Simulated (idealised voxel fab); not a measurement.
process module | voxel transistor to metal
cross-section cut | 285 nm wide | cells 5 nm
A cross-section is a grid of square cells, given in bands from the top down. A band is one or more rows of cells.
Each band's line starts with the height of the band's top and of its bottom, in nm. Then come its materials from left to right, each with its width in nm. One material with "throughout" fills the band from edge to edge. "air" is empty space.
Height 0 is the level under which the wafer as received is all one material. The lowest band goes on downwards, as in "0 down".
A width such as "30 to 40" changes by the same amount from each row of cells to the next, from the band's top row to its bottom row.
"no change" after a step means that no cell of the cross-section changed.
closed voids: empty space of 8 cells or more with no open way to the top, each as width x height at its distance from the left edge, in nm
after a step's settings: what the simulator itself notes on the step
overlay nm, on a step with a mask: how far to the right of its planned place the mask lay; to the left if negative
plan
1 op RECEIVE | material Si
2 op OXIDIZE | depth nm 5
3 op CONFORMAL_DEP | material SiN | thk nm 15
4 op DIRECTIONAL_DEP | material aC | thk nm 15
5 op PATTERN | tone cover | mask id ACTIVE | material resist | width nm 100 | pitch nm 120 | thk nm 35 | overlay nm 0
6 op DIRECTIONAL_ETCH | etch materials aC | depth nm 15
7 op STRIP | etch materials resist
8 op DIRECTIONAL_ETCH | etch materials SiN | depth nm 15
9 op DIRECTIONAL_ETCH | etch materials SiO2 | depth nm 5
10 op DIRECTIONAL_ETCH | etch materials Si | depth nm 30
11 op STRIP | etch materials aC
12 op OXIDIZE | depth nm 5
13 op FILL_DEP | material SiO2 | thk nm 15
14 op CMP | height nm 15
15 op SELECTIVE_ETCH | etch materials SiO2 | depth nm 10
16 op STRIP | etch materials SiN
17 op SELECTIVE_ETCH | etch materials SiO2 | depth nm 5
18 op OXIDIZE | depth nm 5
19 op DIRECTIONAL_DEP | material polySi | thk nm 30
20 op DIRECTIONAL_DEP | material SiCN | thk nm 10
21 op MASKED_ETCH | tone cover | mask id GATE | width nm 30 | pitch nm 120 | etch materials SiCN | depth nm 20 | overlay nm 0
22 op MASKED_ETCH | tone cover | mask id GATE | width nm 30 | pitch nm 120 | etch materials polySi | depth nm 40 | overlay nm 0
23 op CONFORMAL_DEP | material SiO2 | thk nm 5
24 op DIRECTIONAL_ETCH | etch materials SiO2 | depth nm 5
25 op CONFORMAL_DEP | material SiN | thk nm 5
26 op DIRECTIONAL_ETCH | etch materials SiN | depth nm 5
27 op DIRECTIONAL_ETCH | etch materials SiO2 | depth nm 5
28 op DIRECTIONAL_ETCH | etch materials Si | depth nm 5
29 op EPI | material SiGe | thk nm 5
30 op FILL_DEP | material SiO2 | thk nm 10
31 op CMP | height nm 25
32 op STRIP | etch materials polySi
33 op SELECTIVE_ETCH | etch materials SiO2 | depth nm 5
34 op CONFORMAL_DEP | material HfO2 | thk nm 5
35 op CONFORMAL_DEP | material TiN | thk nm 5
36 op FILL_DEP | material W | thk nm 10
37 op CMP | height nm 20
38 op DIRECTIONAL_DEP | material SiO2 | thk nm 15
39 op PATTERN | tone open | mask id CONTACT | material resist | width nm 15 | thk nm 15 | overlay nm 0
40 op DIRECTIONAL_ETCH | etch materials SiO2 | depth nm 45
41 op STRIP | etch materials resist
42 op CONFORMAL_DEP | material TiN | thk nm 5
43 op FILL_DEP | material W | thk nm 5
44 op CMP | height nm 35
45 op DIRECTIONAL_DEP | material TiN | thk nm 5
46 op DIRECTIONAL_DEP | material Ru | thk nm 25
47 op MASKED_ETCH | tone cover | mask id METAL_1 | width nm 15 | etch materials Ru | depth nm 25 | overlay nm 0
48 op MASKED_ETCH | tone cover | mask id METAL_1 | width nm 15 | etch materials TiN | depth nm 5 | overlay nm 0
49 op FILL_DEP | material SiO2 | thk nm 5
50 op CMP | height nm 65
51 op CONFORMAL_DEP | material SiN | thk nm 5
as received, after step 1
  0 down: Si throughout
  closed voids: none
first wafer at the end, as planned
  70 to 65: SiN throughout
  65 to 40: SiO2 35 | Ru 15 | SiO2 60 | Ru 15 | SiO2 30 | Ru 15 | SiO2 60 | Ru 15 | SiO2 40
  40 to 35: SiO2 35 | TiN 15 | SiO2 60 | TiN 15 | SiO2 30 | TiN 15 | SiO2 60 | TiN 15 | SiO2 40
  35 to 20: SiO2 35 | TiN 5 | W 5 | TiN 5 | SiO2 60 | TiN 5 | W 5 | TiN 5 | SiO2 30 | TiN 5 | W 5 | TiN 5 | SiO2 60 | TiN 5 | W 5 | TiN 5 | SiO2 40
  20 to 0: SiO2 35 | TiN 5 | W 5 | TiN 5 | SiO2 5 | SiN 5 | HfO2 5 | TiN 5 | W 20 | TiN 5 | HfO2 5 | SiN 5 | SiO2 5 | TiN 5 | W 5 | TiN 5 | SiO2 30 | TiN 5 | W 5 | TiN 5 | SiO2 5 | SiN 5 | HfO2 5 | TiN 5 | W 20 | TiN 5 | HfO2 5 | SiN 5 | SiO2 5 | TiN 5 | W 5 | TiN 5 | SiO2 40
  0 to -5: SiO2 30 | SiN 5 | TiN 5 | W 5 | TiN 5 | SiO2 5 | SiN 5 | HfO2 5 | TiN 30 | HfO2 5 | SiN 5 | SiO2 5 | TiN 5 | W 5 | TiN 5 | SiN 5 | SiO2 20 | SiN 5 | TiN 5 | W 5 | TiN 5 | SiO2 5 | SiN 5 | HfO2 5 | TiN 30 | HfO2 5 | SiN 5 | SiO2 5 | TiN 5 | W 5 | TiN 5 | SiN 5 | SiO2 35
  -5 to -10: SiO2 35 | TiN 15 | SiGe 5 | SiO2 5 | HfO2 40 | SiO2 5 | SiGe 5 | TiN 15 | SiO2 30 | TiN 15 | SiGe 5 | SiO2 5 | HfO2 40 | SiO2 5 | SiGe 5 | TiN 15 | SiO2 40
  -10 to -15: SiO2 35 | SiGe 20 | Si 50 | SiGe 20 | SiO2 30 | SiGe 20 | Si 50 | SiGe 20 | SiO2 40
  -15 to -40: SiO2 35 | Si 90 | SiO2 30 | Si 90 | SiO2 40
  -40 down: Si throughout
  closed voids: none
second wafer at the end: like start, like plan, one mistake
  70 to 65: SiN throughout
  65 to 40: SiO2 35 | Ru 15 | SiO2 60 | Ru 15 | SiO2 30 | Ru 15 | SiO2 60 | Ru 15 | SiO2 40
  40 to 35: SiO2 35 | TiN 15 | SiO2 60 | TiN 15 | SiO2 30 | TiN 15 | SiO2 60 | TiN 15 | SiO2 40
  35 to 25: W 30 | TiN 5 | SiO2 15 | TiN 5 | W 50 | TiN 5 | SiO2 15 | TiN 5 | W 20 | TiN 5 | SiO2 15 | TiN 5 | W 50 | TiN 5 | SiO2 15 | TiN 5 | W 35
  25 to 20: W 30 | TiN 5 | SiO2 15 | TiN 60 | SiO2 15 | TiN 5 | W 20 | TiN 5 | SiO2 15 | TiN 60 | SiO2 15 | TiN 5 | W 35
  20 to 5: W 30 | TiN 5 | SiO2 15 | TiN 5 | SiN 5 | HfO2 5 | TiN 5 | W 20 | TiN 5 | HfO2 5 | SiN 5 | TiN 5 | SiO2 15 | TiN 5 | W 20 | TiN 5 | SiO2 15 | TiN 5 | SiN 5 | HfO2 5 | TiN 5 | W 20 | TiN 5 | HfO2 5 | SiN 5 | TiN 5 | SiO2 15 | TiN 5 | W 35
  5 to 0: W 25 | TiN 10 | SiO2 15 | TiN 5 | SiN 5 | HfO2 5 | TiN 5 | W 20 | TiN 5 | HfO2 5 | SiN 5 | TiN 5 | SiO2 15 | TiN 10 | W 10 | TiN 10 | SiO2 15 | TiN 5 | SiN 5 | HfO2 5 | TiN 5 | W 20 | TiN 5 | HfO2 5 | SiN 5 | TiN 5 | SiO2 15 | TiN 10 | W 30
  0 to -5: W 25 | TiN 5 | SiN 5 | SiO2 15 | TiN 5 | SiN 5 | HfO2 5 | TiN 30 | HfO2 5 | SiN 5 | TiN 5 | SiO2 15 | SiN 5 | TiN 5 | W 10 | TiN 5 | SiN 5 | SiO2 15 | TiN 5 | SiN 5 | HfO2 5 | TiN 30 | HfO2 5 | SiN 5 | TiN 5 | SiO2 15 | SiN 5 | TiN 5 | W 30
  -5 to -10: TiN 30 | SiO2 20 | SiGe 5 | SiO2 5 | HfO2 40 | SiO2 5 | SiGe 5 | SiO2 20 | TiN 20 | SiO2 20 | SiGe 5 | SiO2 5 | HfO2 40 | SiO2 5 | SiGe 5 | SiO2 20 | TiN 35
  -10 to -15: SiO2 35 | SiGe 20 | Si 50 | SiGe 20 | SiO2 30 | SiGe 20 | Si 50 | SiGe 20 | SiO2 40
  -15 to -40: SiO2 35 | Si 90 | SiO2 30 | Si 90 | SiO2 40
  -40 down: Si throughout
  closed voids: none
what went wrong: step 39 ran as: op PATTERN | tone cover | mask id CONTACT | material resist | width nm 15 | thk nm 15 | overlay nm 0
at the end the second wafer has, in cells: 165 fewer of SiO2 | 29 more of TiN | 136 more of W
